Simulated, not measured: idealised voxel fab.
voxel air gaps: a process module
For reference, the cross-section in this document is cut, with width 225 nm and square cells of 5 nm.
A cross-section is written here as square cells arranged in a grid, and it is given in bands from the top down, each band taking up one or more rows of cells. Heights first: top, then bottom, in nm. Then materials, left to right, each with a width in nm. "all across" on a single material: fills the band edge to edge. "blank": empty space. Heights are expressed relative to 0, this being the level below which the as-received wafer comprises one material exclusively. The lowest band is unbounded in the downward direction and is denoted as in "from 0 down". Note: "30..40" means the width goes from the first number (top row of the band) to the second number (bottom row) in equal steps per row of cells. Where the words "identical to before" appear for a step, the cross-section shows no cell changed by that step; every cell remained as before. Closed empty spaces (no open way to the top) of 8 cells or more are what "Fully sealed cavities" lists, each as width x height at distance from the left edge, nm for all three. Anything after a step's settings on that line? It's the simulator's own note about the step. If you see "overlay nm" on a step's line and that step has a mask, it's telling you how far right of where it was planned the mask ended up; a negative number means it went left instead.

### Set out below are the planned steps of the process
1,RECEIVE | material Si
2,CONFORMAL_DEP | material SiO2 | thk nm 10
3,CONFORMAL_DEP | material SiCN | thk nm 5
4,DIRECTIONAL_DEP | material SiO2 | thk nm 35
5,MASKED_ETCH | tone open | mask id LINES | width nm 15 | pitch nm 40 | etch materials SiO2 | depth nm 35 | overlay nm 0
6,CONFORMAL_DEP | material TiN | thk nm 5
7,FILL_DEP | material Cu | thk nm 5
8,CMP | height nm 50
9,EPI | material Ru | thk nm 10
10,SELECTIVE_ETCH | etch materials SiO2 | depth nm 45
11,CONFORMAL_DEP | material SiCN | thk nm 5

### Incoming wafer, cross-sectional view, post step 1
	from 0 down = Si all across
	Fully sealed cavities: none

### Final cross-section, module run with one mistake (start and plan as above)
	from 65 to 60 = blank 55, then SiCN 125, then blank 45
	from 60 to 50 = blank 55, then SiCN 5, then Ru 35, then SiCN 5, then Ru 35, then SiCN 5, then Ru 35, then SiCN 5, then blank 45
	from 50 to 45 = blank 55, then SiCN 15, then TiN 5, then Cu 5, then TiN 5, then SiCN 25, then TiN 5, then Cu 5, then TiN 5, then SiCN 25, then TiN 5, then Cu 5, then TiN 5, then SiCN 15, then blank 45
	from 45 to 20 = blank 65, then SiCN 5, then TiN 5, then Cu 5, then TiN 5, then SiCN 5, then blank 15, then SiCN 5, then TiN 5, then Cu 5, then TiN 5, then SiCN 5, then blank 15, then SiCN 5, then TiN 5, then Cu 5, then TiN 5, then SiCN 5, then blank 55
	from 20 to 15 = SiCN 70, then TiN 15, then SiCN 25, then TiN 15, then SiCN 25, then TiN 15, then SiCN 60
	from 15 to 10 = SiCN all across
	from 10 to 0 = SiO2 all across
	from 0 down = Si all across
	Fully sealed cavities: 15 x 25 at 90; 15 x 25 at 130
The mistake made against the process plan was this: rather than as planned, step 5 actually ran as MASKED_ETCH | tone open | mask id LINES | width nm 15 | pitch nm 40 | etch materials SiO2 | depth nm 35 | overlay nm 5
